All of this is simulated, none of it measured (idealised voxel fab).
The document below concerns the process module designated voxel tone inversion.
Cross-section cut spans 190 nm and uses square cells 5 nm in size.
Each cross-section below is a grid of square cells, stated as bands in top-down order, with one or more rows of cells making up each band.
Look at the band entry: it leads with the top's height and the bottom's height in nm. Then it lists the materials left to right, with a width in nm for each. The word "full width" on a single material says that material fills the band edge to edge. The word "air" is empty space.
Where do heights start? At 0: under that level the wafer as delivered is made of one material only. And the lowest band has no floor; it just carries on downward, as in "0 -> down".
Think of "30..40" as a width that walks from the first number to the second as you go down the band, top row to bottom row, taking equal-sized steps from row to row.
Step note "no alterations made" = no cross-section cell changed.
Under "Voids, enclosed" you'll find the enclosed gaps, the ones with no way out to the top, that are 8 cells or bigger; each reads width x height at distance, with distance counted from the left edge, everything in nm.
after a step's settings: what the simulator itself notes on the step
"overlay nm", when on a step's line for a step with a mask, measures how far to the right of its planned place the mask lay; a negative measure means to the left.

PLANNED PROCESS STEPS
1) RECEIVE,material Si
2) CONFORMAL_DEP,material SiN,thk nm 10
3) DIRECTIONAL_DEP,material polySi,thk nm 25
4) PATTERN,tone cover,mask id POSTS,material resist,width nm 15,pitch nm 30,thk nm 30,overlay nm 0
5) DIRECTIONAL_ETCH,etch materials polySi,depth nm 25
6) STRIP,etch materials resist
7) FILL_DEP,material SiO2,thk nm 10
8) CMP,height nm 35
9) STRIP,etch materials polySi
10) CONFORMAL_DEP,material TiN,thk nm 5
11) FILL_DEP,material W,thk nm 5
12) CMP,height nm 35
13) CONFORMAL_DEP,material SiN,thk nm 5

FIRST OF TWO WAFERS - AS PLANNED

AS RECEIVED, AFTER STEP 1
	0 -> down  Si full width
	Voids, enclosed: none

AFTER STEP 2, IN CROSS-SECTION
	10 -> 0  SiN full width
	Anything lower than 0 is untouched.

AFTER STEP 3, IN CROSS-SECTION
	35 -> 10  polySi full width
	Anything lower than 10 is untouched.

AFTER STEP 4, IN CROSS-SECTION
	65 -> 35  air=55 | resist=15 | air=15 | resist=15 | air=15 | resist=15 | air=60
	Anything lower than 35 is untouched.

AFTER STEP 5, IN CROSS-SECTION
	65 -> 35  air=55 | resist=15 | air=15 | resist=15 | air=15 | resist=15 | air=60
	35 -> 10  air=55 | polySi=15 | air=15 | polySi=15 | air=15 | polySi=15 | air=60
	Anything lower than 10 is untouched.

AFTER STEP 6, IN CROSS-SECTION
	35 -> 10  air=55 | polySi=15 | air=15 | polySi=15 | air=15 | polySi=15 | air=60
	Anything lower than 10 is untouched.

AFTER STEP 7, IN CROSS-SECTION
	45 -> 35  SiO2 full width
	35 -> 10  SiO2=55 | polySi=15 | SiO2=15 | polySi=15 | SiO2=15 | polySi=15 | SiO2=60
	Anything lower than 10 is untouched.

AFTER STEP 8, IN CROSS-SECTION
	35 -> 10  SiO2=55 | polySi=15 | SiO2=15 | polySi=15 | SiO2=15 | polySi=15 | SiO2=60
	Anything lower than 10 is untouched.

AFTER STEP 9, IN CROSS-SECTION
	35 -> 10  SiO2=55 | air=15 | SiO2=15 | air=15 | SiO2=15 | air=15 | SiO2=60
	Anything lower than 10 is untouched.

AFTER STEP 10, IN CROSS-SECTION
	40 -> 35  TiN=60 | air=5 | TiN=25 | air=5 | TiN=25 | air=5 | TiN=65
	35 -> 15  SiO2=55 | TiN=5 | air=5 | TiN=5 | SiO2=15 | TiN=5 | air=5 | TiN=5 | SiO2=15 | TiN=5 | air=5 | TiN=5 | SiO2=60
	15 -> 10  SiO2=55 | TiN=15 | SiO2=15 | TiN=15 | SiO2=15 | TiN=15 | SiO2=60
	Anything lower than 10 is untouched.

AFTER STEP 11, IN CROSS-SECTION
	45 -> 40  W full width
	40 -> 35  TiN=60 | W=5 | TiN=25 | W=5 | TiN=25 | W=5 | TiN=65
	35 -> 15  SiO2=55 | TiN=5 | W=5 | TiN=5 | SiO2=15 | TiN=5 | W=5 | TiN=5 | SiO2=15 | TiN=5 | W=5 | TiN=5 | SiO2=60
	Anything lower than 15 is untouched.

AFTER STEP 12, IN CROSS-SECTION
	35 -> 15  SiO2=55 | TiN=5 | W=5 | TiN=5 | SiO2=15 | TiN=5 | W=5 | TiN=5 | SiO2=15 | TiN=5 | W=5 | TiN=5 | SiO2=60
	Anything lower than 15 is untouched.

AFTER STEP 13, IN CROSS-SECTION
	40 -> 35  SiN full width
	Anything lower than 35 is untouched.

THE SECOND WAFER: IDENTICAL TO THE FIRST AT THE OUTSET AND IN ITS PLANNED SEQUENCE, DIFFERING ONLY IN THAT ONE MISTAKE WAS MADE DURING PROCESSING; UP TO AND INCLUDING STEP 1, ITS PATH IS THE FIRST WAFER'S PATH

SECOND WAFER, CUT VIEW, END OF STEP 2 PER PLAN
	25 -> 0  polySi full width
	Anything lower than 0 is untouched.

SECOND WAFER, CUT VIEW, END OF STEP 3 PER PLAN
	35 -> 25  SiN full width
	Anything lower than 25 is untouched.

SECOND WAFER, CUT VIEW, END OF STEP 4 PER PLAN
	65 -> 35  air=55 | resist=15 | air=15 | resist=15 | air=15 | resist=15 | air=60
	Anything lower than 35 is untouched.

Second wafer, cut view, end of step 5 per plan: no alterations made

SECOND WAFER, CUT VIEW, END OF STEP 6 PER PLAN
	35 -> 25  SiN full width
	Anything lower than 25 is untouched.

SECOND WAFER, CUT VIEW, END OF STEP 7 PER PLAN
	45 -> 35  SiO2 full width
	Anything lower than 35 is untouched.

SECOND WAFER, CUT VIEW, END OF STEP 8 PER PLAN
	35 -> 25  SiN full width
	Anything lower than 25 is untouched.

Second wafer, cut view, end of step 9 per plan: no alterations made

SECOND WAFER, CUT VIEW, END OF STEP 10 PER PLAN
	40 -> 35  TiN full width
	Anything lower than 35 is untouched.

SECOND WAFER, CUT VIEW, END OF STEP 11 PER PLAN
	45 -> 40  W full width
	Anything lower than 40 is untouched.

SECOND WAFER, CUT VIEW, END OF STEP 12 PER PLAN
	35 -> 25  SiN full width
	Anything lower than 25 is untouched.

SECOND WAFER, CUT VIEW, END OF STEP 13 PER PLAN
	40 -> 25  SiN full width
	Anything lower than 25 is untouched.
Diagnosis: contrary to the plan, steps 2 and 3 were processed in exchanged order
Counted in cells at the end, the second wafer holds more or fewer of these materials than the first: -145 SiO2; -33 TiN; -12 W; +190 polySi
